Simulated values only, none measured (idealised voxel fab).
process module | voxel air gaps
cross-section cut | 175 nm wide | cells 5 nm
A cross-section is a grid of square cells, given in bands from the top down. A band is one or more rows of cells.
Each band's line starts with the height of the band's top and of its bottom, in nm. Then come its materials from left to right, each with its width in nm. One material with "throughout" fills the band from edge to edge. "air" is empty space.
Height 0 is the level under which the wafer as received is all one material. The lowest band goes on downwards, as in "0 down".
A width such as "30 to 40" changes by the same amount from each row of cells to the next, from the band's top row to its bottom row.
"no change" after a step means that no cell of the cross-section changed.
closed voids: empty space of 8 cells or more with no open way to the top, each as width x height at its distance from the left edge, in nm
after a step's settings: what the simulator itself notes on the step
overlay nm, on a step with a mask: how far to the right of its planned place the mask lay; to the left if negative
plan
1 op RECEIVE | material Si
2 op CONFORMAL_DEP | material SiO2 | thk nm 10
3 op CONFORMAL_DEP | material SiN | thk nm 5
4 op DIRECTIONAL_DEP | material lowk | thk nm 40
5 op PATTERN | tone open | mask id LINES | material resist | width nm 20 | pitch nm 45 | thk nm 20 | overlay nm 0
6 op DIRECTIONAL_ETCH | etch materials lowk | depth nm 40
7 op STRIP | etch materials resist
8 op CONFORMAL_DEP | material TiN | thk nm 5
9 op FILL_DEP | material Cu | thk nm 10
10 op CMP | height nm 55
11 op EPI | material Ru | thk nm 10
12 op SELECTIVE_ETCH | etch materials lowk | depth nm 50
13 op CONFORMAL_DEP | material SiN | thk nm 5
as received, after step 1
  0 down: Si throughout
  closed voids: none
first wafer at the end, as planned
  70 to 65: air 15 | SiN 140 | air 20
  65 to 55: air 15 | SiN 5 | Ru 40 | SiN 5 | Ru 40 | SiN 5 | Ru 40 | SiN 5 | air 20
  55 to 50: air 15 | SiN 15 | TiN 5 | Cu 10 | TiN 5 | SiN 25 | TiN 5 | Cu 10 | TiN 5 | SiN 25 | TiN 5 | Cu 10 | TiN 5 | SiN 15 | air 20
  50 to 20: air 25 | SiN 5 | TiN 5 | Cu 10 | TiN 5 | SiN 5 | air 15 | SiN 5 | TiN 5 | Cu 10 | TiN 5 | SiN 5 | air 15 | SiN 5 | TiN 5 | Cu 10 | TiN 5 | SiN 5 | air 30
  20 to 15: SiN 30 | TiN 20 | SiN 25 | TiN 20 | SiN 25 | TiN 20 | SiN 35
  15 to 10: SiN throughout
  10 to 0: SiO2 throughout
  0 down: Si throughout
  closed voids: 15 x 30 at 55; 15 x 30 at 100
second wafer at the end: like start, like plan, one mistake
  60 to 50: SiN throughout
  50 to 10: lowk throughout
  10 to 0: SiO2 throughout
  0 down: Si throughout
  closed voids: none
what went wrong: steps 3 and 4 were swapped
at the end the second wafer has, in cells: 42 fewer of Cu | 48 fewer of Ru | 76 fewer of SiN | 54 fewer of TiN | 280 more of lowk
closed voids at the end (first wafer, second wafer): 2, 0
